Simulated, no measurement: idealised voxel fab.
process module | voxel self aligned vias
cross-section cut | 180 nm wide | cells 5 nm
A cross-section is a grid of square cells, given in bands from the top down. A band is one or more rows of cells.
Each band's line starts with the height of the band's top and of its bottom, in nm. Then come its materials from left to right, each with its width in nm. One material with "throughout" fills the band from edge to edge. "air" is empty space.
Height 0 is the level under which the wafer as received is all one material. The lowest band goes on downwards, as in "0 down".
A width such as "30 to 40" changes by the same amount from each row of cells to the next, from the band's top row to its bottom row.
"no change" after a step means that no cell of the cross-section changed.
closed voids: empty space of 8 cells or more with no open way to the top, each as width x height at its distance from the left edge, in nm
after a step's settings: what the simulator itself notes on the step
overlay nm, on a step with a mask: how far to the right of its planned place the mask lay; to the left if negative
plan
1 op RECEIVE | material Si
2 op CONFORMAL_DEP | material SiO2 | thk nm 10
3 op CONFORMAL_DEP | material SiCN | thk nm 5
4 op DIRECTIONAL_DEP | material lowk | thk nm 25
5 op MASKED_ETCH | tone open | mask id LINES | width nm 30 | pitch nm 75 | etch materials lowk | depth nm 25 | overlay nm 0
6 op CONFORMAL_DEP | material TiN | thk nm 5
7 op FILL_DEP | material Ru | thk nm 5
8 op CMP | height nm 40
9 op SELECTIVE_ETCH | etch materials W Ru TiN | depth nm 5
10 op FILL_DEP | material SiN | thk nm 5
11 op CMP | height nm 40
12 op DIRECTIONAL_DEP | material lowk | thk nm 20
13 op DIRECTIONAL_DEP | material aC | thk nm 15
14 op PATTERN | tone open | mask id VIAS | material resist | width nm 50 | pitch nm 75 | thk nm 30 | overlay nm 0
15 op DIRECTIONAL_ETCH | etch materials aC | depth nm 15
16 op STRIP | etch materials resist
17 op DIRECTIONAL_ETCH | etch materials lowk | depth nm 20
18 op DIRECTIONAL_ETCH | etch materials SiN | depth nm 5
19 op STRIP | etch materials aC
20 op CONFORMAL_DEP | material TiN | thk nm 5
21 op FILL_DEP | material Ru | thk nm 5
22 op CMP | height nm 60
23 op CONFORMAL_DEP | material SiN | thk nm 5
as received, after step 1
  0 down: Si throughout
  closed voids: none
first wafer at the end, as planned
  65 to 60: SiN throughout
  60 to 45: lowk 25 | TiN 5 | Ru 40 | TiN 5 | lowk 25 | TiN 5 | Ru 40 | TiN 5 | lowk 30
  45 to 40: lowk 25 | TiN 15 | Ru 20 | TiN 15 | lowk 25 | TiN 15 | Ru 20 | TiN 15 | lowk 30
  40 to 35: lowk 35 | TiN 30 | lowk 45 | TiN 30 | lowk 40
  35 to 20: lowk 35 | TiN 5 | Ru 20 | TiN 5 | lowk 45 | TiN 5 | Ru 20 | TiN 5 | lowk 40
  20 to 15: lowk 35 | TiN 30 | lowk 45 | TiN 30 | lowk 40
  15 to 10: SiCN throughout
  10 to 0: SiO2 throughout
  0 down: Si throughout
  closed voids: none
second wafer at the end: like start, like plan, one mistake
  65 to 60: SiN throughout
  60 to 45: lowk 30 | TiN 5 | Ru 30 | TiN 5 | lowk 35 | TiN 5 | Ru 30 | TiN 5 | lowk 35
  45 to 40: lowk 30 | TiN 10 | Ru 20 | TiN 10 | lowk 35 | TiN 10 | Ru 20 | TiN 10 | lowk 35
  40 to 35: lowk 35 | TiN 30 | lowk 45 | TiN 30 | lowk 40
  35 to 20: lowk 35 | TiN 5 | Ru 20 | TiN 5 | lowk 45 | TiN 5 | Ru 20 | TiN 5 | lowk 40
  20 to 15: lowk 35 | TiN 30 | lowk 45 | TiN 30 | lowk 40
  15 to 10: SiCN throughout
  10 to 0: SiO2 throughout
  0 down: Si throughout
  closed voids: none
what went wrong: step 14 ran as: op PATTERN | tone open | mask id VIAS | material resist | width nm 40 | pitch nm 75 | thk nm 30 | overlay nm 0
at the end the second wafer has, in cells: 12 fewer of Ru | 4 fewer of TiN | 16 more of lowk
